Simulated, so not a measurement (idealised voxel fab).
You're looking at the process module voxel self aligned contacts.
For reference, the cross-section in this document is cut, with width 210 nm and square cells of 5 nm.
For the purposes of this document, a cross-section shall be understood as a grid of square cells, specified as bands listed in top-to-bottom order, each band consisting of one or more rows of cells.
Heights first: top, then bottom, in nm. Then materials, left to right, each with a width in nm. "edge to edge" on a single material: fills the band edge to edge. "air": empty space.
It should be noted that heights are counted from 0, beneath which the wafer as supplied is of one material throughout, and that the lowest band possesses no lower boundary but continues downward, as written in "0 nm and below".
Read "30..40" as a graded width: first number on top, second number at the bottom, same change between each pair of neighbouring rows.
No cell of the cross-section changed in a step that is given as "nothing got changed".
Basically, "Trapped cavities" tells you about the enclosed voids: empty spaces with no open way to the top, 8 cells or bigger, each written width x height at distance, where distance is from the left edge, all in nm.
Step line, after settings: the simulator's comment on this step.
overlay nm: for a step with a mask, the amount by which the mask lay right of where it was planned; a negative amount means left of it.

-- So here's the lineup of process steps we planned
- 1: RECEIVE | material Si
- 2: OXIDIZE | depth nm 5
- 3: DIRECTIONAL_DEP | material polySi | thk nm 20
- 4: DIRECTIONAL_DEP | material SiN | thk nm 15
- 5: MASKED_ETCH | tone cover | mask id GATE | width nm 35 | pitch nm 65 | etch materials SiN | depth nm 15 | overlay nm 0
- 6: MASKED_ETCH | tone cover | mask id GATE | width nm 35 | pitch nm 65 | etch materials polySi | depth nm 20 | overlay nm 0
- 7: CONFORMAL_DEP | material SiN | thk nm 5
- 8: DIRECTIONAL_ETCH | etch materials SiN | depth nm 5
- 9: FILL_DEP | material SiO2 | thk nm 10
- 10: CMP | height nm 40
- 11: MASKED_ETCH | tone open | mask id CONTACT | width nm 50 | etch materials SiO2 | depth nm 45 | overlay nm 0
- 12: CONFORMAL_DEP | material TiN | thk nm 5
- 13: FILL_DEP | material W | thk nm 10
- 14: CMP | height nm 40
- 15: CONFORMAL_DEP | material SiN | thk nm 5

-- First wafer, two in total, run as planned

-- Step 1 complete: cross-section of the wafer as received
* 0 nm and below: Si edge to edge
* Trapped cavities: none

-- The wafer, seen in cross-section, after step 2
* 0 nm to -5 nm: SiO2 edge to edge
* Below -5, no change.

-- The wafer, seen in cross-section, after step 3
* 20 nm to 0 nm: polySi edge to edge
* Below 0, no change.

-- The wafer, seen in cross-section, after step 4
* 35 nm to 20 nm: SiN edge to edge
* Below 20, no change.

-- The wafer, seen in cross-section, after step 5
* 35 nm to 20 nm: air 55 nm | SiN 35 nm | air 30 nm | SiN 35 nm | air 55 nm
* Below 20, no change.

-- The wafer, seen in cross-section, after step 6
* 35 nm to 20 nm: air 55 nm | SiN 35 nm | air 30 nm | SiN 35 nm | air 55 nm
* 20 nm to 0 nm: air 55 nm | polySi 35 nm | air 30 nm | polySi 35 nm | air 55 nm
* Below 0, no change.

-- The wafer, seen in cross-section, after step 7
* 40 nm to 20 nm: air 50 nm | SiN 45 nm | air 20 nm | SiN 45 nm | air 50 nm
* 20 nm to 5 nm: air 50 nm | SiN 5 nm | polySi 35 nm | SiN 5 nm | air 20 nm | SiN 5 nm | polySi 35 nm | SiN 5 nm | air 50 nm
* 5 nm to 0 nm: SiN 55 nm | polySi 35 nm | SiN 30 nm | polySi 35 nm | SiN 55 nm
* Below 0, no change.

-- The wafer, seen in cross-section, after step 8
* 35 nm to 20 nm: air 50 nm | SiN 45 nm | air 20 nm | SiN 45 nm | air 50 nm
* 20 nm to 0 nm: air 50 nm | SiN 5 nm | polySi 35 nm | SiN 5 nm | air 20 nm | SiN 5 nm | polySi 35 nm | SiN 5 nm | air 50 nm
* Below 0, no change.

-- The wafer, seen in cross-section, after step 9
* 45 nm to 35 nm: SiO2 edge to edge
* 35 nm to 20 nm: SiO2 50 nm | SiN 45 nm | SiO2 20 nm | SiN 45 nm | SiO2 50 nm
* 20 nm to 0 nm: SiO2 50 nm | SiN 5 nm | polySi 35 nm | SiN 5 nm | SiO2 20 nm | SiN 5 nm | polySi 35 nm | SiN 5 nm | SiO2 50 nm
* Below 0, no change.

-- The wafer, seen in cross-section, after step 10
* 40 nm to 35 nm: SiO2 edge to edge
* Below 35, no change.

-- The wafer, seen in cross-section, after step 11
* 40 nm to 35 nm: SiO2 80 nm | air 50 nm | SiO2 80 nm
* 35 nm to 20 nm: SiO2 50 nm | SiN 45 nm | air 20 nm | SiN 45 nm | SiO2 50 nm
* 20 nm to 0 nm: SiO2 50 nm | SiN 5 nm | polySi 35 nm | SiN 5 nm | air 20 nm | SiN 5 nm | polySi 35 nm | SiN 5 nm | SiO2 50 nm
* 0 nm to -5 nm: SiO2 95 nm | air 20 nm | SiO2 95 nm
* Below -5, no change.

-- The wafer, seen in cross-section, after step 12
* 45 nm to 40 nm: TiN 85 nm | air 40 nm | TiN 85 nm
* 40 nm to 35 nm: SiO2 80 nm | TiN 20 nm | air 10 nm | TiN 20 nm | SiO2 80 nm
* 35 nm to 20 nm: SiO2 50 nm | SiN 45 nm | TiN 5 nm | air 10 nm | TiN 5 nm | SiN 45 nm | SiO2 50 nm
* 20 nm to 0 nm: SiO2 50 nm | SiN 5 nm | polySi 35 nm | SiN 5 nm | TiN 5 nm | air 10 nm | TiN 5 nm | SiN 5 nm | polySi 35 nm | SiN 5 nm | SiO2 50 nm
* 0 nm to -5 nm: SiO2 95 nm | TiN 20 nm | SiO2 95 nm
* Below -5, no change.

-- The wafer, seen in cross-section, after step 13
* 55 nm to 45 nm: W edge to edge
* 45 nm to 40 nm: TiN 85 nm | W 40 nm | TiN 85 nm
* 40 nm to 35 nm: SiO2 80 nm | TiN 20 nm | W 10 nm | TiN 20 nm | SiO2 80 nm
* 35 nm to 20 nm: SiO2 50 nm | SiN 45 nm | TiN 5 nm | W 10 nm | TiN 5 nm | SiN 45 nm | SiO2 50 nm
* 20 nm to 0 nm: SiO2 50 nm | SiN 5 nm | polySi 35 nm | SiN 5 nm | TiN 5 nm | W 10 nm | TiN 5 nm | SiN 5 nm | polySi 35 nm | SiN 5 nm | SiO2 50 nm
* Below 0, no change.

-- The wafer, seen in cross-section, after step 14
* 40 nm to 35 nm: SiO2 80 nm | TiN 20 nm | W 10 nm | TiN 20 nm | SiO2 80 nm
* Below 35, no change.

-- The wafer, seen in cross-section, after step 15
* 45 nm to 40 nm: SiN edge to edge
* Below 40, no change.

-- The second wafer began exactly as the first did and followed the same plan, but one mistake was made while running it; through step 13 inclusive, the two wafers are identical

Cross-section: second wafer, time at which step 14 was scheduled to end: nothing got changed

-- Cross-section: second wafer, time at which step 15 was scheduled to end
* 60 nm to 55 nm: SiN edge to edge
* Below 55, no change.
Diagnosis: the run left out plan step 14 entirely, so it was never executed
The second wafer ends with more or fewer cells of some materials than the first, per final count: 34 more of TiN, 92 more of W
